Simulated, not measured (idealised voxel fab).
Herein follows the process module entitled voxel self aligned contacts.
Cross-section cut: width 270 nm, square cells of 5 nm.
Format of a cross-section: grid, square cells. Given as bands. Order: top down. Band: one or more rows of cells.
For a band, the entry starts with two heights in nm, that of the top and then that of the bottom, and carries on with the band's materials in order from left to right, each alongside its width in nm; the word "full width" beside a single material means it fills the band edge to edge, and "blank" means empty space.
Height datum 0, below which the as-received substrate wafer is one material. Lowest band open at the bottom, running downward: "0 down".
Width: "30..40" (first number = top row, second number = bottom row, same change from row to row of cells).
Basically "no alterations made" means that step didn't change any cell in the cross-section.
Any empty space of 8 cells or more lacking an open way to the top shows up in "Listed closed voids" as width x height at distance, distance from the left edge, in nm.
That trailing text on a step's line, after the settings, is the simulator's own remark on the step.
"overlay nm" answers the question of how far to the right of plan the mask lay on a step that has a mask, and when it is negative the answer is to the left.
**The following list gives the planned process steps**
1) RECEIVE | material Si
2) CONFORMAL_DEP | material SiO2 | thk nm 5
3) DIRECTIONAL_DEP | material polySi | thk nm 20
4) DIRECTIONAL_DEP | material SiN | thk nm 20
5) DIRECTIONAL_DEP | material aC | thk nm 15
6) PATTERN | tone cover | mask id GATE | material resist | width nm 15 | pitch nm 65 | thk nm 30 | overlay nm 0
7) DIRECTIONAL_ETCH | etch materials aC | depth nm 15
8) STRIP | etch materials resist
9) DIRECTIONAL_ETCH | etch materials SiN | depth nm 20
10) DIRECTIONAL_ETCH | etch materials polySi | depth nm 20
11) STRIP | etch materials aC
12) CONFORMAL_DEP | material SiN | thk nm 10
13) DIRECTIONAL_ETCH | etch materials SiN | depth nm 10
14) FILL_DEP | material SiO2 | thk nm 15
15) CMP | height nm 55
16) MASKED_ETCH | tone open | mask id CONTACT | width nm 50 | pitch nm 65 | etch materials SiO2 | depth nm 55 | overlay nm 0
17) CONFORMAL_DEP | material TiN | thk nm 5
18) FILL_DEP | material W | thk nm 5
19) CMP | height nm 55
20) CONFORMAL_DEP | material SiCN | thk nm 5
Heads up: all these wafers start the same, and what changes between them is the width nm in step 6. The value you see in the plan is just what the first wafer got.
**As-received state after step 1, first of several wafers, cross-section**
	0 down = Si full width
	Listed closed voids: none
**Quick look at the cross-section of the first of several wafers after step 20, which wraps up the module**
	60 to 55 = SiCN full width
	55 to 45 = SiO2=75; TiN=5..15; W=40..20; TiN=5..15; SiO2=15; TiN=5..15; W=40..20; TiN=5..15; SiO2=80
	45 to 25 = SiO2=50; SiN=35; TiN=5; W=20; TiN=5; SiN=35; TiN=5; W=20; TiN=5; SiN=35; SiO2=55
	25 to 5 = SiO2=50; SiN=10; polySi=15; SiN=10; TiN=5; W=20; TiN=5; SiN=10; polySi=15; SiN=10; TiN=5; W=20; TiN=5; SiN=10; polySi=15; SiN=10; SiO2=55
	5 to 0 = SiO2=85; TiN=30; SiO2=35; TiN=30; SiO2=90
	0 down = Si full width
	Listed closed voids: none
**Showing the last wafer in cross-section at the end of the module**
	60 to 55 = SiCN full width
	55 to 50 = SiO2=75; TiN=5; W=40; TiN=5; SiO2=15; TiN=5; W=40; TiN=5; SiO2=80
	50 to 45 = SiO2=75; TiN=50; SiO2=15; TiN=50; SiO2=80
	45 to 25 = SiO2=40; SiN=60; TiN=5; SiN=60; TiN=5; SiN=60; SiO2=40
	25 to 5 = SiO2=40; SiN=10; polySi=40; SiN=10; TiN=5; SiN=10; polySi=40; SiN=10; TiN=5; SiN=10; polySi=40; SiN=10; SiO2=40
	5 to 0 = SiO2=100; TiN=5; SiO2=60; TiN=5; SiO2=100
	0 down = Si full width
	Listed closed voids: none
**Every row in this table is a wafer at the end of the module, and it gives, for each of the materials, the cells that wafer has gained (+) or lost (-) since it was received, then its closed voids**
width nm 15; +54 SiCN; +132 SiN; +278 SiO2; +60 TiN; +88 W; +36 polySi; Listed closed voids: none
width nm 20; +54 SiCN; +144 SiN; +272 SiO2; +60 TiN; +70 W; +48 polySi; Listed closed voids: none
width nm 25; +54 SiCN; +156 SiN; +266 SiO2; +60 TiN; +52 W; +60 polySi; Listed closed voids: none
width nm 30; +54 SiCN; +168 SiN; +260 SiO2; +60 TiN; +34 W; +72 polySi; Listed closed voids: none
width nm 35; +54 SiCN; +180 SiN; +254 SiO2; +60 TiN; +16 W; +84 polySi; Listed closed voids: none
width nm 40; +54 SiCN; +192 SiN; +248 SiO2; +42 TiN; +16 W; +96 polySi; Listed closed voids: none
